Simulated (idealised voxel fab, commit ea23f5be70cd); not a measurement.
process module | voxel released beams
cross-section cut | 260 nm wide | cells 5 nm
A cross-section is a grid of square cells, given in bands from the top down. A band is one or more rows of cells.
Each band's line starts with the height of the band's top and of its bottom, in nm. Then come its materials from left to right, each with its width in nm. One material with "throughout" fills the band from edge to edge. "air" is empty space.
Height 0 is the level under which the wafer as received is all one material. The lowest band goes on downwards, as in "0 down".
A width such as "30 to 40" changes by the same amount from each row of cells to the next, from the band's top row to its bottom row.
"no change" after a step means that no cell of the cross-section changed.
closed voids: empty space of 8 cells or more with no open way to the top, each as width x height at its distance from the left edge, in nm
after a step's settings: what the simulator itself notes on the step
overlay nm, on a step with a mask: how far to the right of its planned place the mask lay; to the left if negative
plan
1 op RECEIVE | material Si
2 op CONFORMAL_DEP | material SiN | thk nm 5
3 op DIRECTIONAL_DEP | material SiO2 | thk nm 20
4 op DIRECTIONAL_DEP | material aC | thk nm 15
5 op PATTERN | tone open | mask id ANCHOR | material resist | width nm 25 | thk nm 30 | overlay nm 0
6 op DIRECTIONAL_ETCH | etch materials aC | depth nm 15
7 op STRIP | etch materials resist
8 op DIRECTIONAL_ETCH | etch materials SiO2 | depth nm 20
9 op STRIP | etch materials aC
10 op CONFORMAL_DEP | material W | thk nm 10
11 op PATTERN | tone cover | mask id BEAM | material resist | width nm 80 | thk nm 15 | overlay nm 0
12 op DIRECTIONAL_ETCH | etch materials W | depth nm 10
13 op STRIP | etch materials resist
14 op STRIP | etch materials SiO2
as received, after step 1
  0 down: Si throughout
  closed voids: none
first wafer at the end, as planned
  35 to 25: air 85 | W 15 | air 5 | W 60 | air 95
  25 to 15: air 90 | W 10 | air 5 | W 10 | air 145
  15 to 5: air 90 | W 25 | air 145
  5 to 0: SiN throughout
  0 down: Si throughout
  closed voids: none
second wafer at the end: like start, like plan, one mistake
  35 to 25: air 85 | W 15 | air 5 | W 60 | air 95
  25 to 15: air 90 | W 10 | air 5 | W 10 | air 145
  15 to 5: air 90 | W 25 | air 145
  5 to 0: W throughout
  0 down: Si throughout
  closed voids: none
what went wrong: step 2 ran as: op CONFORMAL_DEP | material W | thk nm 5
at the end the second wafer has, in cells: 52 fewer of SiN | 52 more of W
